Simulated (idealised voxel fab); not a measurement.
A process module follows: voxel air gaps.
Section cut is 240 nm wide and gridded with 5 nm square cells.
Format of a cross-section: grid, square cells. Given as bands. Order: top down. Band: one or more rows of cells. Band: top and bottom heights (nm) first, top before bottom; then materials from left to right, widths in nm. "edge to edge" marks a sole material filling the band edge to edge. "blank" denotes empty space. Where do heights start? At 0: under that level the wafer as delivered is made of one material only. And the lowest band has no floor; it just carries on downward, as in "top 0, no bottom". Width: "30->40" (first number = top row, second number = bottom row, same change from row to row of cells). No cell of the cross-section changed in a step that is given as "no modifications". "Closed void table" means: voids of 8 cells or more that are shut off from the top with no open way through. Written width x height at distance, distance from the left edge, in nm. Anything after a step's settings on that line? It's the simulator's own note about the step. Regarding "overlay nm": on a step with a mask, it is the distance the mask lay to the right of its planned place; a negative value places it to the left.

## Here's what the planned process steps look like
1,RECEIVE with material Si
2,CONFORMAL_DEP with material SiO2, thk nm 15
3,CONFORMAL_DEP with material SiCN, thk nm 5
4,DIRECTIONAL_DEP with material SiO2, thk nm 40
5,DIRECTIONAL_DEP with material aC, thk nm 10
6,PATTERN with tone open, mask id LINES, material resist, width nm 25, pitch nm 50, thk nm 30, overlay nm 0
7,DIRECTIONAL_ETCH with etch materials aC, depth nm 10
8,STRIP with etch materials resist
9,DIRECTIONAL_ETCH with etch materials SiO2, depth nm 40
10,STRIP with etch materials aC
11,CONFORMAL_DEP with material TiN, thk nm 5
12,FILL_DEP with material Ru, thk nm 5
13,CMP with height nm 60
14,EPI with material Ru, thk nm 10
15,SELECTIVE_ETCH with etch materials SiO2, depth nm 50
16,CONFORMAL_DEP with material SiCN, thk nm 5

## Cross-sectional view of the wafer in its as-received condition, corresponding to the state after step 1
top 0, no bottom | Si edge to edge
Closed void table: none

## End-of-module cross-section of the first of two wafers, processed as planned
top 75, bottom 70 | blank 40; SiCN 155; blank 45
top 70, bottom 60 | blank 40; SiCN 5; Ru 45; SiCN 5; Ru 45; SiCN 5; Ru 45; SiCN 5; blank 45
top 60, bottom 55 | blank 40; SiCN 15; TiN 5; Ru 15; TiN 5; SiCN 25; TiN 5; Ru 15; TiN 5; SiCN 25; TiN 5; Ru 15; TiN 5; SiCN 15; blank 45
top 55, bottom 25 | blank 50; SiCN 5; TiN 5; Ru 15; TiN 5; SiCN 5; blank 15; SiCN 5; TiN 5; Ru 15; TiN 5; SiCN 5; blank 15; SiCN 5; TiN 5; Ru 15; TiN 5; SiCN 5; blank 55
top 25, bottom 20 | SiCN 55; TiN 25; SiCN 25; TiN 25; SiCN 25; TiN 25; SiCN 60
top 20, bottom 15 | SiCN edge to edge
top 15, bottom 0 | SiO2 edge to edge
top 0, no bottom | Si edge to edge
Closed void table: 15 x 30 at 85; 15 x 30 at 135

## What the second wafer looks like in cross-section once the module is done. Its start and its plan matched the first wafer's exactly; what differed was one mistake in how it was run
top 65, bottom 55 | SiCN edge to edge
top 55, bottom 0 | SiO2 edge to edge
top 0, no bottom | Si edge to edge
Closed void table: none
The mistake made against the process plan was this: the executed order of steps 3 and 4 is the reverse of that specified in the plan, each step having taken the other's position
The second wafer ends with more or fewer cells of some materials than the first, per final count: Ru: 117 fewer; SiCN: 76 fewer; SiO2: 384 more; TiN: 57 fewer
In the final state there are 2 closed voids in the first wafer, compared with 0 in the second wafer.
